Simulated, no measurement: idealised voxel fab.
process module | voxel double patterning
cross-section cut | 295 nm wide | cells 5 nm
A cross-section is a grid of square cells, given in bands from the top down. A band is one or more rows of cells.
Each band's line starts with the height of the band's top and of its bottom, in nm. Then come its materials from left to right, each with its width in nm. One material with "throughout" fills the band from edge to edge. "air" is empty space.
Height 0 is the level under which the wafer as received is all one material. The lowest band goes on downwards, as in "0 down".
A width such as "30 to 40" changes by the same amount from each row of cells to the next, from the band's top row to its bottom row.
"no change" after a step means that no cell of the cross-section changed.
closed voids: empty space of 8 cells or more with no open way to the top, each as width x height at its distance from the left edge, in nm
after a step's settings: what the simulator itself notes on the step
overlay nm, on a step with a mask: how far to the right of its planned place the mask lay; to the left if negative
plan
1 op RECEIVE | material Si
2 op CONFORMAL_DEP | material SiN | thk nm 10
3 op DIRECTIONAL_DEP | material SiO2 | thk nm 20
4 op DIRECTIONAL_DEP | material SiCN | thk nm 10
5 op PATTERN | tone open | mask id FIRST | material resist | width nm 15 | pitch nm 50 | thk nm 15 | overlay nm 0
6 op DIRECTIONAL_ETCH | etch materials SiCN | depth nm 10
7 op STRIP | etch materials resist
8 op DIRECTIONAL_DEP | material aC | thk nm 15
9 op PATTERN | tone open | mask id SECOND | material resist | width nm 15 | thk nm 35 | overlay nm 0
10 op DIRECTIONAL_ETCH | etch materials aC | depth nm 15
11 op STRIP | etch materials resist
12 op DIRECTIONAL_ETCH | etch materials SiCN | depth nm 10
13 op STRIP | etch materials aC
14 op DIRECTIONAL_ETCH | etch materials SiO2 | depth nm 20
15 op STRIP | etch materials SiCN
first wafer, as planned
as received, after step 1
  0 down: Si throughout
  closed voids: none
after step 2
  10 to 0: SiN throughout
  below 0: unchanged
after step 3
  30 to 10: SiO2 throughout
  below 10: unchanged
after step 4
  40 to 30: SiCN throughout
  below 30: unchanged
after step 5
  55 to 40: resist 115 | air 15 | resist 35 | air 15 | resist 115
  below 40: unchanged
after step 6
  55 to 40: resist 115 | air 15 | resist 35 | air 15 | resist 115
  40 to 30: SiCN 115 | air 15 | SiCN 35 | air 15 | SiCN 115
  below 30: unchanged
after step 7
  40 to 30: SiCN 115 | air 15 | SiCN 35 | air 15 | SiCN 115
  below 30: unchanged
after step 8
  55 to 45: aC 115 | air 15 | aC 35 | air 15 | aC 115
  45 to 40: aC throughout
  40 to 30: SiCN 115 | aC 15 | SiCN 35 | aC 15 | SiCN 115
  below 30: unchanged
after step 9
  90 to 55: resist 140 | air 15 | resist 140
  55 to 45: aC 115 | resist 15 | aC 35 | resist 15 | aC 115
  below 45: unchanged
after step 10
  75 to 55: resist 140 | air 15 | resist 140
  55 to 45: aC 115 | resist 15 | aC 10 | air 15 | aC 10 | resist 15 | aC 115
  45 to 40: aC 140 | air 15 | aC 140
  below 40: unchanged
after step 11
  55 to 45: aC 115 | air 15 | aC 10 | air 15 | aC 10 | air 15 | aC 115
  below 45: unchanged
after step 12
  55 to 45: aC 115 | air 15 | aC 10 | air 15 | aC 10 | air 15 | aC 115
  45 to 40: aC 140 | air 15 | aC 140
  40 to 30: SiCN 115 | aC 15 | SiCN 10 | air 15 | SiCN 10 | aC 15 | SiCN 115
  below 30: unchanged
after step 13
  40 to 30: SiCN 115 | air 15 | SiCN 10 | air 15 | SiCN 10 | air 15 | SiCN 115
  below 30: unchanged
after step 14
  40 to 30: SiCN 115 | air 15 | SiCN 10 | air 15 | SiCN 10 | air 15 | SiCN 115
  30 to 10: SiO2 115 | air 15 | SiO2 10 | air 15 | SiO2 10 | air 15 | SiO2 115
  below 10: unchanged
after step 15
  30 to 10: SiO2 115 | air 15 | SiO2 10 | air 15 | SiO2 10 | air 15 | SiO2 115
  below 10: unchanged
second wafer: like start, like plan, one mistake. Through step 1 it matches the first wafer
when step 2 should have ended
  20 to 0: SiO2 throughout
  below 0: unchanged
when step 3 should have ended
  30 to 20: SiN throughout
  below 20: unchanged
when step 4 should have ended
  40 to 30: SiCN throughout
  below 30: unchanged
when step 5 should have ended
  55 to 40: resist 115 | air 15 | resist 35 | air 15 | resist 115
  below 40: unchanged
when step 6 should have ended
  55 to 40: resist 115 | air 15 | resist 35 | air 15 | resist 115
  40 to 30: SiCN 115 | air 15 | SiCN 35 | air 15 | SiCN 115
  below 30: unchanged
when step 7 should have ended
  40 to 30: SiCN 115 | air 15 | SiCN 35 | air 15 | SiCN 115
  below 30: unchanged
when step 8 should have ended
  55 to 45: aC 115 | air 15 | aC 35 | air 15 | aC 115
  45 to 40: aC throughout
  40 to 30: SiCN 115 | aC 15 | SiCN 35 | aC 15 | SiCN 115
  below 30: unchanged
when step 9 should have ended
  90 to 55: resist 140 | air 15 | resist 140
  55 to 45: aC 115 | resist 15 | aC 35 | resist 15 | aC 115
  below 45: unchanged
when step 10 should have ended
  75 to 55: resist 140 | air 15 | resist 140
  55 to 45: aC 115 | resist 15 | aC 10 | air 15 | aC 10 | resist 15 | aC 115
  45 to 40: aC 140 | air 15 | aC 140
  below 40: unchanged
when step 11 should have ended
  55 to 45: aC 115 | air 15 | aC 10 | air 15 | aC 10 | air 15 | aC 115
  below 45: unchanged
when step 12 should have ended
  55 to 45: aC 115 | air 15 | aC 10 | air 15 | aC 10 | air 15 | aC 115
  45 to 40: aC 140 | air 15 | aC 140
  40 to 30: SiCN 115 | aC 15 | SiCN 10 | air 15 | SiCN 10 | aC 15 | SiCN 115
  below 30: unchanged
when step 13 should have ended
  40 to 30: SiCN 115 | air 15 | SiCN 10 | air 15 | SiCN 10 | air 15 | SiCN 115
  below 30: unchanged
when step 14 should have ended: no change
when step 15 should have ended
  30 to 20: SiN throughout
  below 20: unchanged
what went wrong: steps 2 and 3 were swapped
at the end the second wafer has, in cells: 36 more of SiO2
